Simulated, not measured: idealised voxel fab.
Process module heading - voxel capacitor over wiring
The cross-section on display is named cut; it measures 170 nm wide, and its cells are 5 nm squares.
Square cells in a grid make up a cross-section in this document, and the grid is given as bands, listed from the top down, each one or more rows of cells. Top height, bottom height, nm. Materials left to right, width each, nm. Single material + "full width" = fills band edge to edge. "blank" = empty. Measure heights from 0. That's the level where, below it, the as-received wafer is all one material. The lowest band is bottomless and extends downward; write it as in "top 0, no bottom". Width "30..40": first value at the band's top row of cells, second value at its bottom row, equal change from row to row. Any step labelled "remained unchanged" changed none of the cells in the cross-section. In the "Fully sealed cavities" entry, you get each enclosed empty space of 8 cells or more, one with no open way to the top, written width x height at distance, distance from the left edge, in nm. On each step's line, the part that comes after the settings is the simulator's own comment on the step. A step line may carry the setting "overlay nm", which, for steps involving a mask, states the distance by which the mask lay to the right of its intended position; negative values denote displacement to the left.

So here's the lineup of process steps we planned
1. RECEIVE,material Si
2. CONFORMAL_DEP,material SiO2,thk nm 10
3. DIRECTIONAL_DEP,material TiN,thk nm 5
4. DIRECTIONAL_DEP,material Ru,thk nm 15
5. PATTERN,tone cover,mask id METAL_1,material resist,width nm 25,pitch nm 85,thk nm 15,overlay nm 0
6. DIRECTIONAL_ETCH,etch materials Ru,depth nm 15
7. DIRECTIONAL_ETCH,etch materials TiN,depth nm 5
8. STRIP,etch materials resist
9. FILL_DEP,material lowk,thk nm 10
10. CMP,height nm 30
11. CONFORMAL_DEP,material SiCN,thk nm 5
12. DIRECTIONAL_DEP,material lowk,thk nm 10
13. PATTERN,tone open,mask id PLUG_1,material resist,width nm 15,thk nm 15,overlay nm 0
14. DIRECTIONAL_ETCH,etch materials lowk,depth nm 10
15. DIRECTIONAL_ETCH,etch materials SiCN,depth nm 5
16. STRIP,etch materials resist
17. EPI,material Ru,thk nm 10
18. EPI,material Ru,thk nm 5
19. DIRECTIONAL_DEP,material TiN,thk nm 10
20. DIRECTIONAL_DEP,material Al2O3,thk nm 5
21. DIRECTIONAL_DEP,material TiN,thk nm 5
22. MASKED_ETCH,tone cover,mask id UPPER_PLATE,width nm 65,etch materials TiN,depth nm 5,overlay nm 0
23. MASKED_ETCH,tone cover,mask id UPPER_PLATE,width nm 65,etch materials Al2O3,depth nm 5,overlay nm 0
24. DIRECTIONAL_DEP,material aC,thk nm 15
25. PATTERN,tone cover,mask id LOWER_PLATE,material resist,width nm 75,thk nm 35,overlay nm 0
26. DIRECTIONAL_ETCH,etch materials aC,depth nm 15
27. STRIP,etch materials resist
28. DIRECTIONAL_ETCH,etch materials TiN,depth nm 5
29. STRIP,etch materials aC
30. FILL_DEP,material SiO2,thk nm 20
31. CMP,height nm 80
32. DIRECTIONAL_DEP,material aC,thk nm 15
33. PATTERN,tone open,mask id PLUG_2,material resist,width nm 15,thk nm 30,overlay nm 0
34. DIRECTIONAL_ETCH,etch materials aC,depth nm 15
35. STRIP,etch materials resist
36. DIRECTIONAL_ETCH,etch materials SiO2,depth nm 15
37. STRIP,etch materials aC
38. CONFORMAL_DEP,material TiN,thk nm 5
39. FILL_DEP,material Cu,thk nm 5
40. CMP,height nm 80
41. CONFORMAL_DEP,material SiN,thk nm 5
Wafers differ in depth nm at step 28; plan lists the first wafer's value; identical starting state.

After step 1, as received: first of several wafers, cross-section
  top 0, no bottom = Si full width
  Fully sealed cavities: none

Below, a row for every wafer. Read it as the end-of-module picture: for each material the wafer shows its cells gained (+) or lost (-) since it was received, and then its closed voids
depth nm 5 | +13 Al2O3 | +2 Cu | +39 Ru | +31 SiCN | +34 SiN | +222 SiO2 | +79 TiN | +158 lowk | Fully sealed cavities: none
depth nm 10 | +13 Al2O3 | +2 Cu | +39 Ru | +31 SiCN | +34 SiN | +241 SiO2 | +60 TiN | +158 lowk | Fully sealed cavities: none
depth nm 15 | +13 Al2O3 | +2 Cu | +39 Ru | +31 SiCN | +34 SiN | +241 SiO2 | +60 TiN | +158 lowk | Fully sealed cavities: none
depth nm 20 | +13 Al2O3 | +2 Cu | +39 Ru | +31 SiCN | +34 SiN | +241 SiO2 | +60 TiN | +158 lowk | Fully sealed cavities: none
depth nm 25 | +13 Al2O3 | +2 Cu | +39 Ru | +31 SiCN | +34 SiN | +241 SiO2 | +60 TiN | +158 lowk | Fully sealed cavities: none
